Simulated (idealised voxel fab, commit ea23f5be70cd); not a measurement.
Name of the process module below: voxel trench capacitor
Shown is cross-section cut, with a width of 270 nm and square cells of size 5 nm.
Throughout this document, each cross-section is represented as a grid of square cells and is presented as a sequence of bands enumerated from the top downward, where a band comprises one or more rows of cells.
What a band's entry tells you: where the top is and where the bottom is, as heights in nm, and after that what lies inside, material by material from left to right, each with its width in nm. Empty space is written as the word "air", and a single material marked with the word "edge to edge" occupies the band from edge to edge.
Beneath 0, the wafer as received is one material, and that level is where height counting begins. The lowest band goes on downward without a bottom; it is written like "from 0 down".
Read "30..40" as a graded width: first number on top, second number at the bottom, same change between each pair of neighbouring rows.
The designation "no modification", where it is given for a processing step, indicates that no cell of the cross-section was altered in the course of that step.
Enclosed voids (no open way to top), threshold 8 cells or more, entry "Fully sealed cavities", notation width x height at distance, distance from left edge, nm.
It should be noted that, on the line of a given step, the content following the step's settings is a remark produced by the simulator itself with respect to that step.
On any step carrying a mask, the "overlay nm" setting, if present on the step's line, tells how far right of its planned place the mask lay; negative values point to the left.
-- Steps in the process plan
1. RECEIVE,material Si
2. CONFORMAL_DEP,material SiN,thk nm 5
3. MASKED_ETCH,tone open,mask id TRENCH,width nm 15,pitch nm 40,etch materials SiN,depth nm 5,overlay nm 0
4. MASKED_ETCH,tone open,mask id TRENCH,width nm 15,pitch nm 40,etch materials Si,depth nm 30,overlay nm 0
5. CONFORMAL_DEP,material Al2O3,thk nm 5
6. FILL_DEP,material polySi,thk nm 10
7. CMP,height nm 5
-- Cross-section: wafer on arrival = after step 1
* from 0 down: Si edge to edge
* Fully sealed cavities: none
-- Final cross-section, module run with one mistake (start and plan as above)
* from -5 to -25: 85 Si  5 Al2O3  5 polySi  5 Al2O3  25 Si  5 Al2O3  5 polySi  5 Al2O3  25 Si  5 Al2O3  5 polySi  5 Al2O3  90 Si
* from -25 to -30: 85 Si  15 Al2O3  25 Si  15 Al2O3  25 Si  15 Al2O3  90 Si
* from -30 down: Si edge to edge
* Fully sealed cavities: none
Which mistake was made when the wafer was run? step 7 did not use the planned setting and instead ran as CMP,height nm -5
